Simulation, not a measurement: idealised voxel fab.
process module | voxel ribs on slabs
cross-section cut | 290 nm wide | cells 5 nm
A cross-section is a grid of square cells, given in bands from the top down. A band is one or more rows of cells.
Each band's line starts with the height of the band's top and of its bottom, in nm. Then come its materials from left to right, each with its width in nm. One material with "throughout" fills the band from edge to edge. "air" is empty space.
Height 0 is the level under which the wafer as received is all one material. The lowest band goes on downwards, as in "0 down".
A width such as "30 to 40" changes by the same amount from each row of cells to the next, from the band's top row to its bottom row.
"no change" after a step means that no cell of the cross-section changed.
closed voids: empty space of 8 cells or more with no open way to the top, each as width x height at its distance from the left edge, in nm
after a step's settings: what the simulator itself notes on the step
overlay nm, on a step with a mask: how far to the right of its planned place the mask lay; to the left if negative
plan
1 op RECEIVE | material Si
2 op DIRECTIONAL_DEP | material SiO2 | thk nm 30
3 op DIRECTIONAL_DEP | material SiN | thk nm 15
4 op MASKED_ETCH | tone cover | mask id RIB | width nm 25 | etch materials SiN | depth nm 10 | overlay nm 0
5 op MASKED_ETCH | tone cover | mask id SLAB | width nm 65 | etch materials SiN | depth nm 5 | overlay nm 0
6 op FILL_DEP | material SiO2 | thk nm 15
7 op CMP | height nm 55
8 op DIRECTIONAL_DEP | material TiN | thk nm 10
9 op DIRECTIONAL_DEP | material aC | thk nm 10
10 op PATTERN | tone cover | mask id HEATER | material resist | width nm 35 | thk nm 25 | overlay nm 0
11 op DIRECTIONAL_ETCH | etch materials aC | depth nm 10
12 op STRIP | etch materials resist
13 op DIRECTIONAL_ETCH | etch materials TiN | depth nm 10
14 op STRIP | etch materials aC
15 op CONFORMAL_DEP | material SiO2 | thk nm 5
first wafer, as planned
as received, after step 1
  0 down: Si throughout
  closed voids: none
after step 2
  30 to 0: SiO2 throughout
  below 0: unchanged
after step 3
  45 to 30: SiN throughout
  below 30: unchanged
after step 4
  45 to 35: air 130 | SiN 25 | air 135
  below 35: unchanged
after step 5
  45 to 35: air 130 | SiN 25 | air 135
  35 to 30: air 110 | SiN 65 | air 115
  below 30: unchanged
after step 6
  60 to 45: SiO2 throughout
  45 to 35: SiO2 130 | SiN 25 | SiO2 135
  35 to 30: SiO2 110 | SiN 65 | SiO2 115
  below 30: unchanged
after step 7
  55 to 45: SiO2 throughout
  below 45: unchanged
after step 8
  65 to 55: TiN throughout
  below 55: unchanged
after step 9
  75 to 65: aC throughout
  below 65: unchanged
after step 10
  100 to 75: air 125 | resist 35 | air 130
  below 75: unchanged
after step 11
  90 to 75: air 125 | resist 35 | air 130
  75 to 65: air 125 | aC 35 | air 130
  below 65: unchanged
after step 12
  75 to 65: air 125 | aC 35 | air 130
  below 65: unchanged
after step 13
  75 to 65: air 125 | aC 35 | air 130
  65 to 55: air 125 | TiN 35 | air 130
  below 55: unchanged
after step 14
  65 to 55: air 125 | TiN 35 | air 130
  below 55: unchanged
after step 15
  70 to 65: air 120 | SiO2 45 | air 125
  65 to 60: air 120 | SiO2 5 | TiN 35 | SiO2 5 | air 125
  60 to 55: SiO2 125 | TiN 35 | SiO2 130
  below 55: unchanged
second wafer: like start, like plan, one mistake. Through step 4 it matches the first wafer
when step 5 should have ended
  40 to 35: air 130 | SiN 25 | air 135
  35 to 30: SiN 110 | air 20 | SiN 25 | air 20 | SiN 115
  below 30: unchanged
when step 6 should have ended
  55 to 40: SiO2 throughout
  40 to 35: SiO2 130 | SiN 25 | SiO2 135
  35 to 30: SiN 110 | SiO2 20 | SiN 25 | SiO2 20 | SiN 115
  below 30: unchanged
when step 7 should have ended: no change
when step 8 should have ended
  65 to 55: TiN throughout
  below 55: unchanged
when step 9 should have ended
  75 to 65: aC throughout
  below 65: unchanged
when step 10 should have ended
  100 to 75: air 125 | resist 35 | air 130
  below 75: unchanged
when step 11 should have ended
  90 to 75: air 125 | resist 35 | air 130
  75 to 65: air 125 | aC 35 | air 130
  below 65: unchanged
when step 12 should have ended
  75 to 65: air 125 | aC 35 | air 130
  below 65: unchanged
when step 13 should have ended
  75 to 65: air 125 | aC 35 | air 130
  65 to 55: air 125 | TiN 35 | air 130
  below 55: unchanged
when step 14 should have ended
  65 to 55: air 125 | TiN 35 | air 130
  below 55: unchanged
when step 15 should have ended
  70 to 65: air 120 | SiO2 45 | air 125
  65 to 60: air 120 | SiO2 5 | TiN 35 | SiO2 5 | air 125
  60 to 55: SiO2 125 | TiN 35 | SiO2 130
  below 55: unchanged
what went wrong: step 5 ran as: op MASKED_ETCH | tone open | mask id SLAB | width nm 65 | etch materials SiN | depth nm 5 | overlay nm 0
at the end the second wafer has, in cells: 32 more of SiN | 32 fewer of SiO2
